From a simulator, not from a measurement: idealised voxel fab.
Process module under the name voxel gate over fins
It is cross-section cut that appears here, measuring 245 nm in width, its square cells being 5 nm in size.
Cross-section layout: square cells on a grid; listed as bands, top to bottom; a band spans one or more cell rows.
Each band's line starts with the height of the band's top and of its bottom, in nm. Then come its materials from left to right, each with its width in nm. One material with "full width" fills the band from edge to edge. "air" is empty space.
For the purposes of this specification, 0 denotes the height below which the wafer in its as-received condition is composed wholly of one material, and the lowermost band, lacking a lower limit, extends downward without end, as expressed in "0 nm and below".
Width: "30 to 40" (first number = top row, second number = bottom row, same change from row to row of cells).
You'll sometimes find "nothing different" written for a step, and that's the way of saying that nowhere in the cross-section did a cell change during that step.
The label "Completely sealed voids" introduces a list of the empty spaces, 8 cells or larger, that have no open way up to the top; each entry in it reads width x height at distance, where the distance is taken from the left edge and all three are stated in nm.
Where a step's line continues beyond its settings, the continuation is a remark by the simulator itself on that step.
The "overlay nm" setting may appear on a step's line; for a step that uses a mask, it gives how far to the right of its planned position the mask lay, and a negative value indicates the left.

## The following list gives the planned process steps
step 1: RECEIVE [material Si]
step 2: CONFORMAL_DEP [material SiN] [thk nm 5]
step 3: MASKED_ETCH [tone cover] [mask id FINS] [width nm 15] [pitch nm 35] [etch materials SiN] [depth nm 5] [overlay nm 0]
step 4: MASKED_ETCH [tone cover] [mask id FINS] [width nm 15] [pitch nm 35] [etch materials Si] [depth nm 30] [overlay nm 0]
step 5: OXIDIZE [depth nm 5]
step 6: FILL_DEP [material SiO2] [thk nm 15]
step 7: CMP [height nm 5]
step 8: SELECTIVE_ETCH [etch materials SiO2] [depth nm 15]
step 9: STRIP [etch materials SiN]
step 10: CONFORMAL_DEP [material HfO2] [thk nm 5]
step 11: CONFORMAL_DEP [material TiN] [thk nm 5]
step 12: FILL_DEP [material W] [thk nm 15]
step 13: CMP [height nm 20]
step 14: CONFORMAL_DEP [material SiCN] [thk nm 10]

## Incoming wafer, cross-sectional view, post step 1
* 0 nm and below  Si full width
* Completely sealed voids: none

## Final cross-section, module run with one mistake (start and plan as above)
* 30 nm to 20 nm  SiCN full width
* 20 nm to 10 nm  W full width
* 10 nm to 5 nm  75 W | 30 TiN | 5 W | 30 TiN | 5 W | 30 TiN | 70 W
* 5 nm to 0 nm  75 W | 5 TiN | 20 HfO2 | 5 TiN | 5 W | 5 TiN | 20 HfO2 | 5 TiN | 5 W | 5 TiN | 20 HfO2 | 5 TiN | 70 W
* 0 nm to -5 nm  80 TiN | 5 HfO2 | 10 Si | 5 HfO2 | 15 TiN | 5 HfO2 | 10 Si | 5 HfO2 | 15 TiN | 5 HfO2 | 10 Si | 5 HfO2 | 75 TiN
* -5 nm to -10 nm  85 HfO2 | 10 Si | 25 HfO2 | 10 Si | 25 HfO2 | 10 Si | 80 HfO2
* -10 nm to -35 nm  85 SiO2 | 10 Si | 25 SiO2 | 10 Si | 25 SiO2 | 10 Si | 80 SiO2
* -35 nm and below  Si full width
* Completely sealed voids: none
What was done differently from what was planned? planned and actual differ for step 3; actual: MASKED_ETCH [tone cover] [mask id FINS] [width nm 20] [pitch nm 35] [etch materials SiN] [depth nm 5] [overlay nm 0]
